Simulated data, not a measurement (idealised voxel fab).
This is a process module. Its name is voxel gate over fins.
Each square cell in cross-section cut measures 5 nm, and the section as a whole is 300 nm wide.
A cross-section in this document is a grid of square cells, and it is written down as bands, the top band listed before the ones below it; a band is made up of one or more rows of cells.
Band entry format. Leading values: height of top, height of bottom, nm. Remainder: materials in left-to-right order, each with its width in nm. Special words: "full width" on a single material, which then fills the band edge to edge; "empty", empty space.
All heights in this document are referenced to 0, defined as the level beneath which the wafer, as received, consists entirely of one material. The lowest band is not bounded below; it extends indefinitely downward and is written in the form "0 -> down".
With a width like "30 to 40", each row of cells in the band differs from the next by the same amount, the top row carrying the first number and the bottom row the second.
What does "everything unchanged" mean for a step? It means no cell of the cross-section changed in that step.
"Closed cavity list": sealed empty spaces, 8 cells or more, no open way to top, listed width x height at distance, with distance from the left edge and width, height and distance in nm.
Read whatever lies past the settings on a step's line as the simulator's own remark about the step.
The optional step-line setting "overlay nm" applies to steps with a mask and quantifies how far to the right of its planned location the mask lay, a negative value indicating leftward placement.

The planned process steps are enumerated hereunder:
1. RECEIVE with material Si
2. CONFORMAL_DEP with material SiN, thk nm 10
3. PATTERN with tone cover, mask id FINS, material resist, width nm 15, pitch nm 40, thk nm 15, overlay nm 0
4. DIRECTIONAL_ETCH with etch materials SiN, depth nm 10
5. DIRECTIONAL_ETCH with etch materials Si, depth nm 30
6. STRIP with etch materials resist
7. OXIDIZE with depth nm 5
8. FILL_DEP with material SiO2, thk nm 15
9. CMP with height nm 10
10. SELECTIVE_ETCH with etch materials SiO2, depth nm 20
11. STRIP with etch materials SiN
12. CONFORMAL_DEP with material HfO2, thk nm 5
13. CONFORMAL_DEP with material TiN, thk nm 5
14. CONFORMAL_DEP with material TiAl, thk nm 5
15. CONFORMAL_DEP with material TiN, thk nm 5
16. FILL_DEP with material W, thk nm 10
17. CMP with height nm 25
18. CONFORMAL_DEP with material SiN, thk nm 10

As received (post step 1): cross-section:
0 -> down | Si full width
Closed cavity list: none

Final wafer profile in cross-section after the module, from the same start and plan as above, with one mistake made during processing:
35 -> 25 | SiN full width
25 -> 20 | W full width
20 -> 15 | W 105; TiN 90; W 105
15 -> 10 | W 105; TiN 5; TiAl 80; TiN 5; W 105
10 -> 5 | TiN 110; TiAl 5; TiN 30; TiAl 10; TiN 30; TiAl 5; TiN 110
5 -> 0 | TiAl 115; TiN 5; HfO2 20; TiN 5; TiAl 10; TiN 5; HfO2 20; TiN 5; TiAl 115
0 -> -5 | TiN 120; HfO2 5; Si 10; HfO2 5; TiN 20; HfO2 5; Si 10; HfO2 5; TiN 120
-5 -> -10 | HfO2 125; Si 10; HfO2 30; Si 10; HfO2 125
-10 -> -35 | SiO2 125; Si 10; SiO2 30; Si 10; SiO2 125
-35 -> down | Si full width
Closed cavity list: none
Error vs. plan: step 3 was run on a setting that differed from the plan, and what really ran there is PATTERN with tone cover, mask id FINS, material resist, width nm 20, pitch nm 40, thk nm 15, overlay nm 0
